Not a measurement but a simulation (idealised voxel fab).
This section sets out a process module, namely voxel capacitor over wiring.
cross-section cut | 265 nm wide | cells 5 nm
A cross-section is a grid of square cells, given in bands from the top down. A band is one or more rows of cells. What a band's entry tells you: where the top is and where the bottom is, as heights in nm, and after that what lies inside, material by material from left to right, each with its width in nm. Empty space is written as the word "air", and a single material marked with the word "full width" occupies the band from edge to edge. Zero point of the height axis is 0; under it, received wafer = one material. Lowest band: continues down indefinitely, "z 0 and below". Quick explanation for "30 to 40": the width changes in equal steps down the rows of cells, from the first number in the band's top row to the second number in its bottom row. "no modifications" -> step changed no cross-section cell. Look at "Closed-off voids" for the closed voids: empty spaces with no open path to the top, sized 8 cells or up. Each is width x height at distance, distance from the left edge, all nm. On each step's line, the part that comes after the settings is the simulator's own comment on the step. overlay nm: right-of-plan distance of the mask on a masked step; negative values mean left-of-plan.

The planned process steps are enumerated hereunder
step 1: RECEIVE: material Si
step 2: CONFORMAL_DEP: material SiO2, thk nm 10
step 3: DIRECTIONAL_DEP: material TiN, thk nm 5
step 4: DIRECTIONAL_DEP: material Ru, thk nm 15
step 5: PATTERN: tone cover, mask id METAL_1, material resist, width nm 30, pitch nm 100, thk nm 15, overlay nm 0
step 6: DIRECTIONAL_ETCH: etch materials Ru, depth nm 15
step 7: DIRECTIONAL_ETCH: etch materials TiN, depth nm 5
step 8: STRIP: etch materials resist
step 9: FILL_DEP: material SiO2, thk nm 10
step 10: CMP: height nm 30
step 11: CONFORMAL_DEP: material SiCN, thk nm 5
step 12: DIRECTIONAL_DEP: material SiO2, thk nm 20
step 13: PATTERN: tone open, mask id PLUG_1, material resist, width nm 15, thk nm 20, overlay nm 0
step 14: DIRECTIONAL_ETCH: etch materials SiO2, depth nm 20
step 15: DIRECTIONAL_ETCH: etch materials SiCN, depth nm 5
step 16: STRIP: etch materials resist
step 17: CONFORMAL_DEP: material TiN, thk nm 5
step 18: FILL_DEP: material W, thk nm 5
step 19: CMP: height nm 55
step 20: DIRECTIONAL_DEP: material TiN, thk nm 10
step 21: DIRECTIONAL_DEP: material SiN, thk nm 5
step 22: DIRECTIONAL_DEP: material TiN, thk nm 5
step 23: DIRECTIONAL_DEP: material aC, thk nm 10
step 24: PATTERN: tone cover, mask id UPPER_PLATE, material resist, width nm 75, thk nm 30, overlay nm 0
step 25: DIRECTIONAL_ETCH: etch materials aC, depth nm 10
step 26: STRIP: etch materials resist
step 27: DIRECTIONAL_ETCH: etch materials TiN, depth nm 5
step 28: DIRECTIONAL_ETCH: etch materials SiN, depth nm 5
step 29: STRIP: etch materials aC
step 30: DIRECTIONAL_DEP: material aC, thk nm 15
step 31: PATTERN: tone cover, mask id LOWER_PLATE, material resist, width nm 85, thk nm 30, overlay nm 0
step 32: DIRECTIONAL_ETCH: etch materials aC, depth nm 15
step 33: STRIP: etch materials resist
step 34: DIRECTIONAL_ETCH: etch materials TiN, depth nm 10
step 35: STRIP: etch materials aC
step 36: FILL_DEP: material SiO2, thk nm 15
step 37: CMP: height nm 85
step 38: DIRECTIONAL_DEP: material aC, thk nm 15
step 39: PATTERN: tone open, mask id PLUG_2, material resist, width nm 15, thk nm 30, overlay nm 0
step 40: DIRECTIONAL_ETCH: etch materials aC, depth nm 15
step 41: STRIP: etch materials resist
step 42: DIRECTIONAL_ETCH: etch materials SiO2, depth nm 10
step 43: STRIP: etch materials aC
step 44: CONFORMAL_DEP: material TiN, thk nm 5
step 45: FILL_DEP: material Cu, thk nm 5
step 46: CMP: height nm 85
step 47: CONFORMAL_DEP: material SiN, thk nm 5

The first wafer of two, processed as planned

Cross-section: wafer on arrival = after step 1
	z 0 and below  Si full width
	Closed-off voids: none

After step 2, in cross-section
	z 10 to 0  SiO2 full width
	Rest of section, below 0: as before.

After step 3, in cross-section
	z 15 to 10  TiN full width
	Rest of section, below 10: as before.

After step 4, in cross-section
	z 30 to 15  Ru full width
	Rest of section, below 15: as before.

After step 5, in cross-section
	z 45 to 30  air 65 nm; resist 30 nm; air 70 nm; resist 30 nm; air 70 nm
	Rest of section, below 30: as before.

After step 6, in cross-section
	z 45 to 30  air 65 nm; resist 30 nm; air 70 nm; resist 30 nm; air 70 nm
	z 30 to 15  air 65 nm; Ru 30 nm; air 70 nm; Ru 30 nm; air 70 nm
	Rest of section, below 15: as before.

After step 7, in cross-section
	z 45 to 30  air 65 nm; resist 30 nm; air 70 nm; resist 30 nm; air 70 nm
	z 30 to 15  air 65 nm; Ru 30 nm; air 70 nm; Ru 30 nm; air 70 nm
	z 15 to 10  air 65 nm; TiN 30 nm; air 70 nm; TiN 30 nm; air 70 nm
	Rest of section, below 10: as before.

After step 8, in cross-section
	z 30 to 15  air 65 nm; Ru 30 nm; air 70 nm; Ru 30 nm; air 70 nm
	Rest of section, below 15: as before.

After step 9, in cross-section
	z 40 to 30  SiO2 full width
	z 30 to 15  SiO2 65 nm; Ru 30 nm; SiO2 70 nm; Ru 30 nm; SiO2 70 nm
	z 15 to 10  SiO2 65 nm; TiN 30 nm; SiO2 70 nm; TiN 30 nm; SiO2 70 nm
	Rest of section, below 10: as before.

After step 10, in cross-section
	z 30 to 15  SiO2 65 nm; Ru 30 nm; SiO2 70 nm; Ru 30 nm; SiO2 70 nm
	Rest of section, below 15: as before.

After step 11, in cross-section
	z 35 to 30  SiCN full width
	Rest of section, below 30: as before.

After step 12, in cross-section
	z 55 to 35  SiO2 full width
	Rest of section, below 35: as before.

After step 13, in cross-section
	z 75 to 55  resist 80 nm; air 15 nm; resist 170 nm
	Rest of section, below 55: as before.

After step 14, in cross-section
	z 75 to 55  resist 80 nm; air 15 nm; resist 170 nm
	z 55 to 35  SiO2 80 nm; air 15 nm; SiO2 170 nm
	Rest of section, below 35: as before.

After step 15, in cross-section
	z 75 to 55  resist 80 nm; air 15 nm; resist 170 nm
	z 55 to 35  SiO2 80 nm; air 15 nm; SiO2 170 nm
	z 35 to 30  SiCN 80 nm; air 15 nm; SiCN 170 nm
	Rest of section, below 30: as before.

After step 16, in cross-section
	z 55 to 35  SiO2 80 nm; air 15 nm; SiO2 170 nm
	Rest of section, below 35: as before.

After step 17, in cross-section
	z 60 to 55  TiN 85 nm; air 5 nm; TiN 175 nm
	z 55 to 35  SiO2 80 nm; TiN 5 nm; air 5 nm; TiN 5 nm; SiO2 170 nm
	z 35 to 30  SiCN 80 nm; TiN 15 nm; SiCN 170 nm
	Rest of section, below 30: as before.

After step 18, in cross-section
	z 65 to 60  W full width
	z 60 to 55  TiN 85 nm; W 5 nm; TiN 175 nm
	z 55 to 35  SiO2 80 nm; TiN 5 nm; W 5 nm; TiN 5 nm; SiO2 170 nm
	Rest of section, below 35: as before.

After step 19, in cross-section
	z 55 to 35  SiO2 80 nm; TiN 5 nm; W 5 nm; TiN 5 nm; SiO2 170 nm
	Rest of section, below 35: as before.

After step 20, in cross-section
	z 65 to 55  TiN full width
	Rest of section, below 55: as before.

After step 21, in cross-section
	z 70 to 65  SiN full width
	Rest of section, below 65: as before.

After step 22, in cross-section
	z 75 to 70  TiN full width
	Rest of section, below 70: as before.

After step 23, in cross-section
	z 85 to 75  aC full width
	Rest of section, below 75: as before.

After step 24, in cross-section
	z 115 to 85  air 80 nm; resist 75 nm; air 110 nm
	Rest of section, below 85: as before.

After step 25, in cross-section
	z 105 to 85  air 80 nm; resist 75 nm; air 110 nm
	z 85 to 75  air 80 nm; aC 75 nm; air 110 nm
	Rest of section, below 75: as before.

After step 26, in cross-section
	z 85 to 75  air 80 nm; aC 75 nm; air 110 nm
	Rest of section, below 75: as before.

After step 27, in cross-section
	z 85 to 75  air 80 nm; aC 75 nm; air 110 nm
	z 75 to 70  air 80 nm; TiN 75 nm; air 110 nm
	Rest of section, below 70: as before.

After step 28, in cross-section
	z 85 to 75  air 80 nm; aC 75 nm; air 110 nm
	z 75 to 70  air 80 nm; TiN 75 nm; air 110 nm
	z 70 to 65  air 80 nm; SiN 75 nm; air 110 nm
	Rest of section, below 65: as before.

After step 29, in cross-section
	z 75 to 70  air 80 nm; TiN 75 nm; air 110 nm
	Rest of section, below 70: as before.

After step 30, in cross-section
	z 90 to 80  air 80 nm; aC 75 nm; air 110 nm
	z 80 to 75  aC full width
	z 75 to 70  aC 80 nm; TiN 75 nm; aC 110 nm
	z 70 to 65  aC 80 nm; SiN 75 nm; aC 110 nm
	Rest of section, below 65: as before.

After step 31, in cross-section
	z 120 to 90  air 75 nm; resist 85 nm; air 105 nm
	z 90 to 80  air 75 nm; resist 5 nm; aC 75 nm; resist 5 nm; air 105 nm
	Rest of section, below 80: as before.

After step 32, in cross-section
	z 105 to 90  air 75 nm; resist 85 nm; air 105 nm
	z 90 to 80  air 75 nm; resist 5 nm; aC 75 nm; resist 5 nm; air 105 nm
	z 80 to 75  air 75 nm; aC 85 nm; air 105 nm
	z 75 to 70  air 75 nm; aC 5 nm; TiN 75 nm; aC 5 nm; air 105 nm
	z 70 to 65  air 75 nm; aC 5 nm; SiN 75 nm; aC 5 nm; air 105 nm
	Rest of section, below 65: as before.

After step 33, in cross-section
	z 90 to 80  air 80 nm; aC 75 nm; air 110 nm
	Rest of section, below 80: as before.

After step 34, in cross-section
	z 90 to 80  air 80 nm; aC 75 nm; air 110 nm
	z 80 to 75  air 75 nm; aC 85 nm; air 105 nm
	z 75 to 70  air 75 nm; aC 5 nm; TiN 75 nm; aC 5 nm; air 105 nm
	z 70 to 65  air 75 nm; aC 5 nm; SiN 75 nm; aC 5 nm; air 105 nm
	z 65 to 55  air 75 nm; TiN 85 nm; air 105 nm
	Rest of section, below 55: as before.

After step 35, in cross-section
	z 75 to 70  air 80 nm; TiN 75 nm; air 110 nm
	z 70 to 65  air 80 nm; SiN 75 nm; air 110 nm
	Rest of section, below 65: as before.

After step 36, in cross-section
	z 90 to 75  SiO2 full width
	z 75 to 70  SiO2 80 nm; TiN 75 nm; SiO2 110 nm
	z 70 to 65  SiO2 80 nm; SiN 75 nm; SiO2 110 nm
	z 65 to 55  SiO2 75 nm; TiN 85 nm; SiO2 105 nm
	Rest of section, below 55: as before.

After step 37, in cross-section
	z 85 to 75  SiO2 full width
	Rest of section, below 75: as before.

After step 38, in cross-section
	z 100 to 85  aC full width
	Rest of section, below 85: as before.

After step 39, in cross-section
	z 130 to 100  resist 90 nm; air 15 nm; resist 160 nm
	Rest of section, below 100: as before.

After step 40, in cross-section
	z 115 to 100  resist 90 nm; air 15 nm; resist 160 nm
	z 100 to 85  aC 90 nm; air 15 nm; aC 160 nm
	Rest of section, below 85: as before.

After step 41, in cross-section
	z 100 to 85  aC 90 nm; air 15 nm; aC 160 nm
	Rest of section, below 85: as before.

After step 42, in cross-section
	z 100 to 85  aC 90 nm; air 15 nm; aC 160 nm
	z 85 to 75  SiO2 90 nm; air 15 nm; SiO2 160 nm
	Rest of section, below 75: as before.

After step 43, in cross-section
	z 85 to 75  SiO2 90 nm; air 15 nm; SiO2 160 nm
	Rest of section, below 75: as before.

After step 44, in cross-section
	z 90 to 85  TiN 95 nm; air 5 nm; TiN 165 nm
	z 85 to 80  SiO2 90 nm; TiN 5 nm; air 5 nm; TiN 5 nm; SiO2 160 nm
	z 80 to 70  SiO2 90 to 80 nm; TiN 15 to 75 nm; SiO2 160 to 110 nm
	Rest of section, below 70: as before.

After step 45, in cross-section
	z 95 to 90  Cu full width
	z 90 to 85  TiN 95 nm; Cu 5 nm; TiN 165 nm
	z 85 to 80  SiO2 90 nm; TiN 5 nm; Cu 5 nm; TiN 5 nm; SiO2 160 nm
	Rest of section, below 80: as before.

After step 46, in cross-section
	z 85 to 80  SiO2 90 nm; TiN 5 nm; Cu 5 nm; TiN 5 nm; SiO2 160 nm
	Rest of section, below 80: as before.

After step 47, in cross-section
	z 90 to 85  SiN full width
	Rest of section, below 85: as before.

The second wafer was prepared from the same starting point and under the same plan as the first; its processing contained one mistake, and it remains indistinguishable from the first wafer up to and including step 17

When step 18 should have ended
	z 65 to 60  aC full width
	z 60 to 55  TiN 85 nm; aC 5 nm; TiN 175 nm
	z 55 to 35  SiO2 80 nm; TiN 5 nm; aC 5 nm; TiN 5 nm; SiO2 170 nm
	Rest of section, below 35: as before.

When step 19 should have ended
	z 55 to 35  SiO2 80 nm; TiN 5 nm; aC 5 nm; TiN 5 nm; SiO2 170 nm
	Rest of section, below 35: as before.

When step 20 should have ended
	z 65 to 55  TiN full width
	Rest of section, below 55: as before.

When step 21 should have ended
	z 70 to 65  SiN full width
	Rest of section, below 65: as before.

When step 22 should have ended
	z 75 to 70  TiN full width
	Rest of section, below 70: as before.

When step 23 should have ended
	z 85 to 75  aC full width
	Rest of section, below 75: as before.

When step 24 should have ended
	z 115 to 85  air 80 nm; resist 75 nm; air 110 nm
	Rest of section, below 85: as before.

When step 25 should have ended
	z 105 to 85  air 80 nm; resist 75 nm; air 110 nm
	z 85 to 75  air 80 nm; aC 75 nm; air 110 nm
	Rest of section, below 75: as before.

When step 26 should have ended
	z 85 to 75  air 80 nm; aC 75 nm; air 110 nm
	Rest of section, below 75: as before.

When step 27 should have ended
	z 85 to 75  air 80 nm; aC 75 nm; air 110 nm
	z 75 to 70  air 80 nm; TiN 75 nm; air 110 nm
	Rest of section, below 70: as before.

When step 28 should have ended
	z 85 to 75  air 80 nm; aC 75 nm; air 110 nm
	z 75 to 70  air 80 nm; TiN 75 nm; air 110 nm
	z 70 to 65  air 80 nm; SiN 75 nm; air 110 nm
	Rest of section, below 65: as before.

When step 29 should have ended
	z 75 to 70  air 80 nm; TiN 75 nm; air 110 nm
	Rest of section, below 70: as before.

When step 30 should have ended
	z 90 to 80  air 80 nm; aC 75 nm; air 110 nm
	z 80 to 75  aC full width
	z 75 to 70  aC 80 nm; TiN 75 nm; aC 110 nm
	z 70 to 65  aC 80 nm; SiN 75 nm; aC 110 nm
	Rest of section, below 65: as before.

When step 31 should have ended
	z 120 to 90  air 75 nm; resist 85 nm; air 105 nm
	z 90 to 80  air 75 nm; resist 5 nm; aC 75 nm; resist 5 nm; air 105 nm
	Rest of section, below 80: as before.

When step 32 should have ended
	z 105 to 90  air 75 nm; resist 85 nm; air 105 nm
	z 90 to 80  air 75 nm; resist 5 nm; aC 75 nm; resist 5 nm; air 105 nm
	z 80 to 75  air 75 nm; aC 85 nm; air 105 nm
	z 75 to 70  air 75 nm; aC 5 nm; TiN 75 nm; aC 5 nm; air 105 nm
	z 70 to 65  air 75 nm; aC 5 nm; SiN 75 nm; aC 5 nm; air 105 nm
	Rest of section, below 65: as before.

When step 33 should have ended
	z 90 to 80  air 80 nm; aC 75 nm; air 110 nm
	Rest of section, below 80: as before.

When step 34 should have ended
	z 90 to 80  air 80 nm; aC 75 nm; air 110 nm
	z 80 to 75  air 75 nm; aC 85 nm; air 105 nm
	z 75 to 70  air 75 nm; aC 5 nm; TiN 75 nm; aC 5 nm; air 105 nm
	z 70 to 65  air 75 nm; aC 5 nm; SiN 75 nm; aC 5 nm; air 105 nm
	z 65 to 55  air 75 nm; TiN 85 nm; air 105 nm
	Rest of section, below 55: as before.

When step 35 should have ended
	z 75 to 70  air 80 nm; TiN 75 nm; air 110 nm
	z 70 to 65  air 80 nm; SiN 75 nm; air 110 nm
	Rest of section, below 65: as before.

When step 36 should have ended
	z 90 to 75  SiO2 full width
	z 75 to 70  SiO2 80 nm; TiN 75 nm; SiO2 110 nm
	z 70 to 65  SiO2 80 nm; SiN 75 nm; SiO2 110 nm
	z 65 to 55  SiO2 75 nm; TiN 85 nm; SiO2 105 nm
	Rest of section, below 55: as before.

When step 37 should have ended
	z 85 to 75  SiO2 full width
	Rest of section, below 75: as before.

When step 38 should have ended
	z 100 to 85  aC full width
	Rest of section, below 85: as before.

When step 39 should have ended
	z 130 to 100  resist 90 nm; air 15 nm; resist 160 nm
	Rest of section, below 100: as before.

When step 40 should have ended
	z 115 to 100  resist 90 nm; air 15 nm; resist 160 nm
	z 100 to 85  aC 90 nm; air 15 nm; aC 160 nm
	Rest of section, below 85: as before.

When step 41 should have ended
	z 100 to 85  aC 90 nm; air 15 nm; aC 160 nm
	Rest of section, below 85: as before.

When step 42 should have ended
	z 100 to 85  aC 90 nm; air 15 nm; aC 160 nm
	z 85 to 75  SiO2 90 nm; air 15 nm; SiO2 160 nm
	Rest of section, below 75: as before.

When step 43 should have ended
	z 85 to 75  SiO2 90 nm; air 15 nm; SiO2 160 nm
	Rest of section, below 75: as before.

When step 44 should have ended
	z 90 to 85  TiN 95 nm; air 5 nm; TiN 165 nm
	z 85 to 80  SiO2 90 nm; TiN 5 nm; air 5 nm; TiN 5 nm; SiO2 160 nm
	z 80 to 70  SiO2 90 to 80 nm; TiN 15 to 75 nm; SiO2 160 to 110 nm
	Rest of section, below 70: as before.

When step 45 should have ended
	z 95 to 90  Cu full width
	z 90 to 85  TiN 95 nm; Cu 5 nm; TiN 165 nm
	z 85 to 80  SiO2 90 nm; TiN 5 nm; Cu 5 nm; TiN 5 nm; SiO2 160 nm
	Rest of section, below 80: as before.

When step 46 should have ended
	z 85 to 80  SiO2 90 nm; TiN 5 nm; Cu 5 nm; TiN 5 nm; SiO2 160 nm
	Rest of section, below 80: as before.

When step 47 should have ended
	z 90 to 85  SiN full width
	Rest of section, below 85: as before.
Deviation noted in wafer processing: off-plan run, step 18, actual operation and settings FILL_DEP: material aC, thk nm 5
Bottom line after processing is that, in cells, the second wafer is up or down on some materials versus the first: 4 fewer of W | 4 more of aC
